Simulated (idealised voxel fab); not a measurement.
This is a process module. Its name is voxel ribs on slabs.
We display cut, a cross-section 255 nm in width whose square cells are each 5 nm.
How to read a cross-section here: the picture is a grid of square cells, written as bands going from the top down, and any band can span one or more rows of cells. A band entry consists of two parts. The first gives the height of the band's top and the height of its bottom, in nm. The rest lists the band's materials from left to right, each with its width in nm. A single material labelled with the word "edge to edge" fills the band from edge to edge, and the word "empty" marks empty space. Ref level 0: as-received wafer is one material below here. Bottom band extends down with no lower bound ("0 -> down"). When a width is written as two numbers, as in "30->40", the first number is the width in the top row of cells of the band and the second is the width in its bottom row, and the width changes by the same amount from each row to the next. Step note "nothing altered" = no cross-section cell changed. "Voids, fully enclosed" specifies each empty space that is not open to the top and that occupies no fewer than 8 cells, using the form width x height at distance, the distance measured from the left edge and all three quantities in nm. Text after the settings on a step's line: the simulator's own remark on that step. overlay nm: on a step with a mask, how far right of its planned place the mask lay; negative means left.

PLAN
1 RECEIVE: material Si
2 DIRECTIONAL_DEP: material SiO2, thk nm 25
3 DIRECTIONAL_DEP: material polySi, thk nm 15
4 MASKED_ETCH: tone cover, mask id RIB, width nm 30, etch materials polySi, depth nm 5, overlay nm 0
5 DIRECTIONAL_DEP: material aC, thk nm 10
6 PATTERN: tone cover, mask id SLAB, material resist, width nm 70, thk nm 30, overlay nm 0
7 DIRECTIONAL_ETCH: etch materials aC, depth nm 10
8 STRIP: etch materials resist
9 DIRECTIONAL_ETCH: etch materials polySi, depth nm 10
10 STRIP: etch materials aC
11 FILL_DEP: material SiO2, thk nm 30
12 CMP: height nm 60
13 DIRECTIONAL_DEP: material TiN, thk nm 10
14 MASKED_ETCH: tone cover, mask id HEATER, width nm 40, etch materials TiN, depth nm 10, overlay nm 0
15 CONFORMAL_DEP: material SiO2, thk nm 5

FIRST OF TWO WAFERS: RUN AS PLANNED

CROSS-SECTION OF THE INCOMING WAFER, STATE AFTER STEP 1
  0 -> down  Si edge to edge
  Voids, fully enclosed: none

WAFER XSEC, POST STEP 2
  25 -> 0  SiO2 edge to edge
  Below 0 it's all the same as before, nothing changed down there.

WAFER XSEC, POST STEP 3
  40 -> 25  polySi edge to edge
  Below 25 it's all the same as before, nothing changed down there.

WAFER XSEC, POST STEP 4
  40 -> 35  110 of empty, then 30 of polySi, then 115 of empty
  Below 35 it's all the same as before, nothing changed down there.

WAFER XSEC, POST STEP 5
  50 -> 45  110 of empty, then 30 of aC, then 115 of empty
  45 -> 40  aC edge to edge
  40 -> 35  110 of aC, then 30 of polySi, then 115 of aC
  Below 35 it's all the same as before, nothing changed down there.

WAFER XSEC, POST STEP 6
  80 -> 50  90 of empty, then 70 of resist, then 95 of empty
  50 -> 45  90 of empty, then 20 of resist, then 30 of aC, then 20 of resist, then 95 of empty
  Below 45 it's all the same as before, nothing changed down there.

WAFER XSEC, POST STEP 7
  70 -> 50  90 of empty, then 70 of resist, then 95 of empty
  50 -> 45  90 of empty, then 20 of resist, then 30 of aC, then 20 of resist, then 95 of empty
  45 -> 40  90 of empty, then 70 of aC, then 95 of empty
  40 -> 35  90 of empty, then 20 of aC, then 30 of polySi, then 20 of aC, then 95 of empty
  Below 35 it's all the same as before, nothing changed down there.

WAFER XSEC, POST STEP 8
  50 -> 40  110->90 of empty, then 30->70 of aC, then 115->95 of empty
  Below 40 it's all the same as before, nothing changed down there.

WAFER XSEC, POST STEP 9
  50 -> 40  110->90 of empty, then 30->70 of aC, then 115->95 of empty
  40 -> 35  90 of empty, then 20 of aC, then 30 of polySi, then 20 of aC, then 95 of empty
  35 -> 25  90 of empty, then 70 of polySi, then 95 of empty
  Below 25 it's all the same as before, nothing changed down there.

WAFER XSEC, POST STEP 10
  40 -> 35  110 of empty, then 30 of polySi, then 115 of empty
  Below 35 it's all the same as before, nothing changed down there.

WAFER XSEC, POST STEP 11
  70 -> 40  SiO2 edge to edge
  40 -> 35  110 of SiO2, then 30 of polySi, then 115 of SiO2
  35 -> 25  90 of SiO2, then 70 of polySi, then 95 of SiO2
  Below 25 it's all the same as before, nothing changed down there.

WAFER XSEC, POST STEP 12
  60 -> 40  SiO2 edge to edge
  Below 40 it's all the same as before, nothing changed down there.

WAFER XSEC, POST STEP 13
  70 -> 60  TiN edge to edge
  Below 60 it's all the same as before, nothing changed down there.

WAFER XSEC, POST STEP 14
  70 -> 60  105 of empty, then 40 of TiN, then 110 of empty
  Below 60 it's all the same as before, nothing changed down there.

WAFER XSEC, POST STEP 15
  75 -> 70  100 of empty, then 50 of SiO2, then 105 of empty
  70 -> 65  100 of empty, then 5 of SiO2, then 40 of TiN, then 5 of SiO2, then 105 of empty
  65 -> 60  105 of SiO2, then 40 of TiN, then 110 of SiO2
  Below 60 it's all the same as before, nothing changed down there.

THE SECOND WAFER: IDENTICAL TO THE FIRST AT THE OUTSET AND IN ITS PLANNED SEQUENCE, DIFFERING ONLY IN THAT ONE MISTAKE WAS MADE DURING PROCESSING; UP TO AND INCLUDING STEP 13, ITS PATH IS THE FIRST WAFER'S PATH

CROSS-SECTIONAL VIEW OF THE SECOND WAFER AT THE INTENDED END TIME OF PROCESS STEP 14
  70 -> 60  105 of TiN, then 40 of empty, then 110 of TiN
  Below 60 it's all the same as before, nothing changed down there.

CROSS-SECTIONAL VIEW OF THE SECOND WAFER AT THE INTENDED END TIME OF PROCESS STEP 15
  75 -> 70  110 of SiO2, then 30 of empty, then 115 of SiO2
  70 -> 65  105 of TiN, then 5 of SiO2, then 30 of empty, then 5 of SiO2, then 110 of TiN
  65 -> 60  105 of TiN, then 40 of SiO2, then 110 of TiN
  Below 60 it's all the same as before, nothing changed down there.
Here's what went sideways: so step 14 ended up running with a different setting than we planned, it ran as MASKED_ETCH: tone open, mask id HEATER, width nm 40, etch materials TiN, depth nm 10, overlay nm 0
Wrapping up, a cell-based count of both wafers puts the second over or under the first for these materials: TiN +70
